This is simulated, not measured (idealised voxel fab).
Proc. module: voxel quadruple lines
Each square cell in cross-section cut measures 5 nm, and the section as a whole is 260 nm wide.
Bands, listed from the top down, are how a cross-section gets written in this document; the cross-section itself is a grid of square cells, and a band is one or more rows of them.
Per band: top height and bottom height in nm, followed by the left-to-right materials and their widths in nm; "throughout" marks a single material spanning edge to edge, "blank" marks empty space.
Note: height 0 marks the level under which the wafer is uniformly one material as received. Lowest band unbounded below, written "0 and below".
The expression "30 to 40" gives the width at the extremes of the band, the first number at its top row of cells and the second at its bottom row, with the width changing by equal amounts from each row to the next in between.
No cell of the cross-section changed in a step that is given as "remained the same".
"Voids, enclosed": sealed empty spaces, 8 cells or more, no open way to top, listed width x height at distance, with distance from the left edge and width, height and distance in nm.
Read whatever lies past the settings on a step's line as the simulator's own remark about the step.
Among the settings permitted on a step's line is "overlay nm"; applied to a step with a mask, it specifies the extent to which the mask lay to the right of its planned position, whereas a negative figure signifies a position to the left.

## Below is the list of planned process steps
1. RECEIVE [material Si]
2. CONFORMAL_DEP [material SiO2] [thk nm 5]
3. DIRECTIONAL_DEP [material Ru] [thk nm 10]
4. DIRECTIONAL_DEP [material polySi] [thk nm 15]
5. DIRECTIONAL_DEP [material aC] [thk nm 20]
6. PATTERN [tone cover] [mask id MANDREL] [material resist] [width nm 35] [thk nm 25] [overlay nm 0]
7. DIRECTIONAL_ETCH [etch materials aC] [depth nm 20]
8. STRIP [etch materials resist]
9. CONFORMAL_DEP [material SiO2] [thk nm 15]
10. DIRECTIONAL_ETCH [etch materials SiO2] [depth nm 15]
11. STRIP [etch materials aC]
12. DIRECTIONAL_ETCH [etch materials polySi] [depth nm 15]
13. STRIP [etch materials SiO2]
14. CONFORMAL_DEP [material SiCN] [thk nm 10]
15. DIRECTIONAL_ETCH [etch materials SiCN] [depth nm 10]
16. STRIP [etch materials polySi]
17. DIRECTIONAL_ETCH [etch materials Ru] [depth nm 10]
18. STRIP [etch materials SiCN]

## Wafer cross-section on receipt, i.e. after step 1
* 0 and below = Si throughout
* Voids, enclosed: none

## Starting structure and process plan are as shown above, but one mistake was made in running the module; the wafer cross-section at the end of the module follows
* 10 down to 0 = 85 of blank, then 10 of Ru, then 15 of blank, then 10 of Ru, then 15 of blank, then 10 of Ru, then 15 of blank, then 10 of Ru, then 90 of blank
* 0 and below = Si throughout
* Voids, enclosed: none
Which mistake was made when the wafer was run? plan step 2 never ran because it was skipped
